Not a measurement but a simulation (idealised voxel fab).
process module | voxel self aligned vias
cross-section cut | 295 nm wide | cells 5 nm
A cross-section is a grid of square cells, given in bands from the top down. A band is one or more rows of cells.
Each band's line starts with the height of the band's top and of its bottom, in nm. Then come its materials from left to right, each with its width in nm. One material with "throughout" fills the band from edge to edge. "air" is empty space.
Height 0 is the level under which the wafer as received is all one material. The lowest band goes on downwards, as in "0 down".
A width such as "30 to 40" changes by the same amount from each row of cells to the next, from the band's top row to its bottom row.
"no change" after a step means that no cell of the cross-section changed.
closed voids: empty space of 8 cells or more with no open way to the top, each as width x height at its distance from the left edge, in nm
after a step's settings: what the simulator itself notes on the step
overlay nm, on a step with a mask: how far to the right of its planned place the mask lay; to the left if negative
plan
1 op RECEIVE | material Si
2 op CONFORMAL_DEP | material SiO2 | thk nm 15
3 op CONFORMAL_DEP | material SiCN | thk nm 5
4 op DIRECTIONAL_DEP | material SiO2 | thk nm 20
5 op PATTERN | tone open | mask id LINES | material resist | width nm 30 | pitch nm 65 | thk nm 20 | overlay nm 0
6 op DIRECTIONAL_ETCH | etch materials SiO2 | depth nm 20
7 op STRIP | etch materials resist
8 op CONFORMAL_DEP | material TiN | thk nm 5
9 op FILL_DEP | material Ru | thk nm 10
10 op CMP | height nm 40
11 op SELECTIVE_ETCH | etch materials W Ru TiN | depth nm 10
12 op FILL_DEP | material SiN | thk nm 10
13 op CMP | height nm 40
14 op DIRECTIONAL_DEP | material SiO2 | thk nm 15
15 op MASKED_ETCH | tone open | mask id VIAS | width nm 50 | etch materials SiO2 | depth nm 15 | overlay nm 0
16 op MASKED_ETCH | tone open | mask id VIAS | width nm 50 | etch materials SiN | depth nm 10 | overlay nm 0
17 op CONFORMAL_DEP | material TiN | thk nm 5
18 op FILL_DEP | material Ru | thk nm 5
19 op CMP | height nm 55
20 op CONFORMAL_DEP | material SiCN | thk nm 5
as received, after step 1
  0 down: Si throughout
  closed voids: none
first wafer at the end, as planned
  60 to 55: SiCN throughout
  55 to 45: SiO2 90 | TiN 5 | Ru 40 | TiN 5 | SiO2 155
  45 to 40: SiO2 90 | TiN 15 | Ru 20 | TiN 15 | SiO2 155
  40 to 35: SiO2 100 | TiN 5 | Ru 20 | TiN 5 | SiO2 35 | SiN 30 | SiO2 100
  35 to 30: SiO2 100 | TiN 30 | SiO2 35 | SiN 30 | SiO2 100
  30 to 25: SiO2 100 | TiN 5 | Ru 20 | TiN 5 | SiO2 35 | TiN 5 | Ru 20 | TiN 5 | SiO2 100
  25 to 20: SiO2 100 | TiN 30 | SiO2 35 | TiN 30 | SiO2 100
  20 to 15: SiCN throughout
  15 to 0: SiO2 throughout
  0 down: Si throughout
  closed voids: none
second wafer at the end: like start, like plan, one mistake
  60 to 55: SiCN throughout
  55 to 45: SiO2 90 | TiN 5 | SiN 40 | TiN 5 | SiO2 155
  45 to 40: SiO2 90 | TiN 15 | SiN 20 | TiN 15 | SiO2 155
  40 to 35: SiO2 100 | TiN 5 | SiN 20 | TiN 5 | SiO2 35 | SiN 30 | SiO2 100
  35 to 30: SiO2 100 | TiN 30 | SiO2 35 | SiN 30 | SiO2 100
  30 to 25: SiO2 100 | TiN 5 | Ru 20 | TiN 5 | SiO2 35 | TiN 5 | Ru 20 | TiN 5 | SiO2 100
  25 to 20: SiO2 100 | TiN 30 | SiO2 35 | TiN 30 | SiO2 100
  20 to 15: SiCN throughout
  15 to 0: SiO2 throughout
  0 down: Si throughout
  closed voids: none
what went wrong: step 18 ran as: op FILL_DEP | material SiN | thk nm 5
at the end the second wafer has, in cells: 24 fewer of Ru | 24 more of SiN
